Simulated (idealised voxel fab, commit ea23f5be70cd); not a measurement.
process module | voxel self aligned contacts
cross-section cut | 230 nm wide | cells 5 nm
A cross-section is a grid of square cells, given in bands from the top down. A band is one or more rows of cells.
Each band's line starts with the height of the band's top and of its bottom, in nm. Then come its materials from left to right, each with its width in nm. One material with "throughout" fills the band from edge to edge. "air" is empty space.
Height 0 is the level under which the wafer as received is all one material. The lowest band goes on downwards, as in "0 down".
A width such as "30 to 40" changes by the same amount from each row of cells to the next, from the band's top row to its bottom row.
"no change" after a step means that no cell of the cross-section changed.
closed voids: empty space of 8 cells or more with no open way to the top, each as width x height at its distance from the left edge, in nm
after a step's settings: what the simulator itself notes on the step
overlay nm, on a step with a mask: how far to the right of its planned place the mask lay; to the left if negative
plan
1 op RECEIVE | material Si
2 op CONFORMAL_DEP | material SiO2 | thk nm 5
3 op DIRECTIONAL_DEP | material polySi | thk nm 30
4 op DIRECTIONAL_DEP | material SiN | thk nm 20
5 op PATTERN | tone cover | mask id GATE | material resist | width nm 35 | pitch nm 60 | thk nm 15 | overlay nm 0
6 op DIRECTIONAL_ETCH | etch materials SiN | depth nm 20
7 op DIRECTIONAL_ETCH | etch materials polySi | depth nm 30
8 op STRIP | etch materials resist
9 op CONFORMAL_DEP | material SiN | thk nm 5
10 op DIRECTIONAL_ETCH | etch materials SiN | depth nm 5
11 op FILL_DEP | material SiO2 | thk nm 20
12 op CMP | height nm 65
13 op PATTERN | tone open | mask id CONTACT | material resist | width nm 25 | thk nm 15 | overlay nm 0
14 op DIRECTIONAL_ETCH | etch materials SiO2 | depth nm 65
15 op STRIP | etch materials resist
16 op CONFORMAL_DEP | material TiN | thk nm 5
17 op FILL_DEP | material Ru | thk nm 10
18 op CMP | height nm 65
19 op CONFORMAL_DEP | material SiCN | thk nm 5
varied across the wafers: width nm of step 13. The plan shows the first wafer's value. All wafers start alike
first wafer as received, after step 1
  0 down: Si throughout
  closed voids: none
each wafer at the end: cells of each material gained (+) or lost (-) since it was received, then its closed voids
width nm 25 | +14 Ru | +46 SiCN | +96 SiN | +375 SiO2 | +29 TiN | +84 polySi | closed voids: none
width nm 30 | +15 Ru | +46 SiCN | +96 SiN | +373 SiO2 | +30 TiN | +84 polySi | closed voids: none
width nm 35 | +16 Ru | +46 SiCN | +96 SiN | +371 SiO2 | +31 TiN | +84 polySi | closed voids: none
width nm 40 | +17 Ru | +46 SiCN | +96 SiN | +369 SiO2 | +32 TiN | +84 polySi | closed voids: none
width nm 45 | +18 Ru | +46 SiCN | +96 SiN | +367 SiO2 | +33 TiN | +84 polySi | closed voids: none
width nm 50 | +19 Ru | +46 SiCN | +96 SiN | +365 SiO2 | +34 TiN | +84 polySi | closed voids: none
